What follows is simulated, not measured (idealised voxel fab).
The process module that follows is named voxel transistor to metal.
Square cell edge 5 nm, section width 265 nm, ID cut.
Throughout this document, each cross-section is represented as a grid of square cells and is presented as a sequence of bands enumerated from the top downward, where a band comprises one or more rows of cells.
What a band's entry tells you: where the top is and where the bottom is, as heights in nm, and after that what lies inside, material by material from left to right, each with its width in nm. Empty space is written as the word "blank", and a single material marked with the word "edge to edge" occupies the band from edge to edge.
Zero point of the height axis is 0; under it, received wafer = one material. Lowest band: continues down indefinitely, "0 and below".
A width such as "30 to 40" changes by the same amount from each row of cells to the next, from the band's top row to its bottom row.
A step reported as "all unchanged" is a step in which no cell of the cross-section changed.
Closed empty spaces (no open way to the top) of 8 cells or more are what "Enclosed void listing" lists, each as width x height at distance from the left edge, nm for all three.
Formally, on a step line, whatever follows the settings is a remark that the simulator itself makes on the step.
Among the settings permitted on a step's line is "overlay nm"; applied to a step with a mask, it specifies the extent to which the mask lay to the right of its planned position, whereas a negative figure signifies a position to the left.

### Steps in the process plan
- 1: RECEIVE (material Si)
- 2: CONFORMAL_DEP (material SiO2; thk nm 5)
- 3: CONFORMAL_DEP (material SiN; thk nm 15)
- 4: MASKED_ETCH (tone cover; mask id ACTIVE; width nm 100; pitch nm 125; etch materials SiN; depth nm 15; overlay nm 0)
- 5: MASKED_ETCH (tone cover; mask id ACTIVE; width nm 100; pitch nm 125; etch materials SiO2; depth nm 5; overlay nm 0)
- 6: MASKED_ETCH (tone cover; mask id ACTIVE; width nm 100; pitch nm 125; etch materials Si; depth nm 35; overlay nm 0)
- 7: OXIDIZE (depth nm 5)
- 8: FILL_DEP (material SiO2; thk nm 5)
- 9: CMP (height nm 20)
- 10: SELECTIVE_ETCH (etch materials SiO2; depth nm 15)
- 11: STRIP (etch materials SiN)
- 12: SELECTIVE_ETCH (etch materials SiO2; depth nm 5)
- 13: OXIDIZE (depth nm 5)
- 14: DIRECTIONAL_DEP (material polySi; thk nm 20)
- 15: DIRECTIONAL_DEP (material SiCN; thk nm 15)
- 16: MASKED_ETCH (tone cover; mask id GATE; width nm 20; pitch nm 125; etch materials SiCN; depth nm 25; overlay nm 0)
- 17: MASKED_ETCH (tone cover; mask id GATE; width nm 20; pitch nm 125; etch materials polySi; depth nm 30; overlay nm 0)
- 18: CONFORMAL_DEP (material SiN; thk nm 10)
- 19: DIRECTIONAL_ETCH (etch materials SiN; depth nm 10)
- 20: DIRECTIONAL_ETCH (etch materials SiO2; depth nm 5)
- 21: EPI (material pSi; thk nm 5)
- 22: FILL_DEP (material SiO2; thk nm 5)
- 23: CMP (height nm 35)
- 24: DIRECTIONAL_DEP (material SiO2; thk nm 15)
- 25: DIRECTIONAL_DEP (material aC; thk nm 10)
- 26: PATTERN (tone open; mask id CONTACT; material resist; width nm 30; thk nm 25; overlay nm 0)
- 27: DIRECTIONAL_ETCH (etch materials aC; depth nm 10)
- 28: STRIP (etch materials resist)
- 29: DIRECTIONAL_ETCH (etch materials SiO2; depth nm 50)
- 30: STRIP (etch materials aC)
- 31: CONFORMAL_DEP (material TiN; thk nm 5)
- 32: FILL_DEP (material Ru; thk nm 10)
- 33: CMP (height nm 50)
- 34: DIRECTIONAL_DEP (material TiN; thk nm 5)
- 35: DIRECTIONAL_DEP (material Ru; thk nm 20)
- 36: PATTERN (tone cover; mask id METAL_1; material resist; width nm 15; thk nm 15; overlay nm 0)
- 37: DIRECTIONAL_ETCH (etch materials Ru; depth nm 20)
- 38: DIRECTIONAL_ETCH (etch materials TiN; depth nm 5)
- 39: STRIP (etch materials resist)
- 40: FILL_DEP (material SiO2; thk nm 5)
- 41: CMP (height nm 75)
- 42: CONFORMAL_DEP (material SiCN; thk nm 5)
- 43: DIRECTIONAL_DEP (material SiO2; thk nm 35)
- 44: DIRECTIONAL_DEP (material aC; thk nm 15)
- 45: PATTERN (tone open; mask id METAL_2; material resist; width nm 15; pitch nm 125; thk nm 30; overlay nm 0)
- 46: DIRECTIONAL_ETCH (etch materials aC; depth nm 15)
- 47: STRIP (etch materials resist)
- 48: DIRECTIONAL_ETCH (etch materials SiO2; depth nm 20)
- 49: STRIP (etch materials aC)
- 50: DIRECTIONAL_DEP (material aC; thk nm 10)
- 51: PATTERN (tone open; mask id METAL_2_HOLES; material resist; width nm 15; pitch nm 125; thk nm 25; overlay nm 0)
- 52: DIRECTIONAL_ETCH (etch materials aC; depth nm 10)
- 53: STRIP (etch materials resist)
- 54: DIRECTIONAL_ETCH (etch materials SiO2; depth nm 15)
- 55: DIRECTIONAL_ETCH (etch materials SiCN; depth nm 5)
- 56: STRIP (etch materials aC)
- 57: CONFORMAL_DEP (material TiN; thk nm 5)
- 58: FILL_DEP (material Cu; thk nm 10)
- 59: CMP (height nm 115)
- 60: CONFORMAL_DEP (material SiCN; thk nm 5)

### Shown in cross-section is the wafer as received, that is, as it stands after step 1
* 0 and below | Si edge to edge
* Enclosed void listing: none

### The first of the two wafers as seen in cross-section once the module was finished; processing followed the plan
* 120 down to 115 | SiCN edge to edge
* 115 down to 80 | SiO2=25; TiN=5; Cu=5; TiN=5; SiO2=110; TiN=5; Cu=5; TiN=5; SiO2=100
* 80 down to 75 | SiCN=25; TiN=15; SiCN=110; TiN=15; SiCN=100
* 75 down to 55 | SiO2=25; Ru=15; SiO2=60; Ru=15; SiO2=35; Ru=15; SiO2=60; Ru=15; SiO2=25
* 55 down to 50 | SiO2=25; TiN=15; SiO2=60; TiN=15; SiO2=35; TiN=15; SiO2=60; TiN=15; SiO2=25
* 50 down to 40 | SiO2=25; TiN=5; Ru=20; TiN=5; SiO2=30; TiN=5; Ru=20; TiN=5; SiO2=35; TiN=5; Ru=20; TiN=5; SiO2=30; TiN=5; Ru=20; TiN=5; SiO2=25
* 40 down to 35 | SiO2=25; TiN=5; Ru=15; TiN=10; SiO2=30; TiN=10; Ru=15; TiN=5; SiO2=35; TiN=5; Ru=15; TiN=10; SiO2=30; TiN=10; Ru=15; TiN=5; SiO2=25
* 35 down to 20 | SiO2=25; TiN=5; Ru=15; TiN=5; SiN=10; SiCN=20; SiN=10; TiN=5; Ru=15; TiN=5; SiO2=35; TiN=5; Ru=15; TiN=5; SiN=10; SiCN=20; SiN=10; TiN=5; Ru=15; TiN=5; SiO2=25
* 20 down to 5 | SiO2=25; TiN=5; Ru=15; TiN=5; SiN=10; polySi=20; SiN=10; TiN=5; Ru=15; TiN=5; SiO2=35; TiN=5; Ru=15; TiN=5; SiN=10; polySi=20; SiN=10; TiN=5; Ru=15; TiN=5; SiO2=25
* 5 down to 0 | SiO2=25; TiN=25; SiN=10; polySi=20; SiN=10; TiN=25; SiO2=35; TiN=25; SiN=10; polySi=20; SiN=10; TiN=25; SiO2=25
* 0 down to -5 | SiO2=20; pSi=30; SiO2=40; pSi=30; SiO2=25; pSi=30; SiO2=40; pSi=30; SiO2=20
* -5 down to -40 | SiO2=25; Si=90; SiO2=35; Si=90; SiO2=25
* -40 and below | Si edge to edge
* Enclosed void listing: none

### Wafer two, end of module, cross-section. Same start, same plan as wafer one. One mistake in the run
* 120 down to 115 | SiCN edge to edge
* 115 down to 80 | SiO2=25; TiN=5; Cu=5; TiN=5; SiO2=110; TiN=5; Cu=5; TiN=5; SiO2=100
* 80 down to 75 | SiCN=25; TiN=15; SiCN=110; TiN=15; SiCN=100
* 75 down to 55 | SiO2=25; Ru=15; SiO2=60; Ru=15; SiO2=35; Ru=15; SiO2=60; Ru=15; SiO2=25
* 55 down to 50 | SiO2=25; TiN=15; SiO2=60; TiN=15; SiO2=35; TiN=15; SiO2=60; TiN=15; SiO2=25
* 50 down to 40 | SiO2=20; TiN=5; Ru=30; TiN=5; SiO2=20; TiN=5; Ru=30; TiN=5; SiO2=25; TiN=5; Ru=30; TiN=5; SiO2=20; TiN=5; Ru=30; TiN=5; SiO2=20
* 40 down to 35 | SiO2=20; TiN=5; Ru=20; TiN=15; SiO2=20; TiN=15; Ru=20; TiN=5; SiO2=25; TiN=5; Ru=20; TiN=15; SiO2=20; TiN=15; Ru=20; TiN=5; SiO2=20
* 35 down to 20 | SiO2=20; TiN=5; Ru=20; TiN=5; SiN=10; SiCN=20; SiN=10; TiN=5; Ru=20; TiN=5; SiO2=25; TiN=5; Ru=20; TiN=5; SiN=10; SiCN=20; SiN=10; TiN=5; Ru=20; TiN=5; SiO2=20
* 20 down to 5 | SiO2=20; TiN=5; Ru=20; TiN=5; SiN=10; polySi=20; SiN=10; TiN=5; Ru=20; TiN=5; SiO2=25; TiN=5; Ru=20; TiN=5; SiN=10; polySi=20; SiN=10; TiN=5; Ru=20; TiN=5; SiO2=20
* 5 down to 0 | SiO2=20; TiN=30; SiN=10; polySi=20; SiN=10; TiN=30; SiO2=25; TiN=30; SiN=10; polySi=20; SiN=10; TiN=30; SiO2=20
* 0 down to -5 | SiO2=20; pSi=30; SiO2=40; pSi=30; SiO2=25; pSi=30; SiO2=40; pSi=30; SiO2=20
* -5 down to -40 | SiO2=25; Si=90; SiO2=35; Si=90; SiO2=25
* -40 and below | Si edge to edge
* Enclosed void listing: none
Diagnosis: step 26, actual vs plan mismatch, actual run PATTERN (tone open; mask id CONTACT; material resist; width nm 40; thk nm 25; overlay nm 0)
End check, counted in cells, second wafer has more or fewer of these materials than the first: Ru +44; SiO2 -52; TiN +8
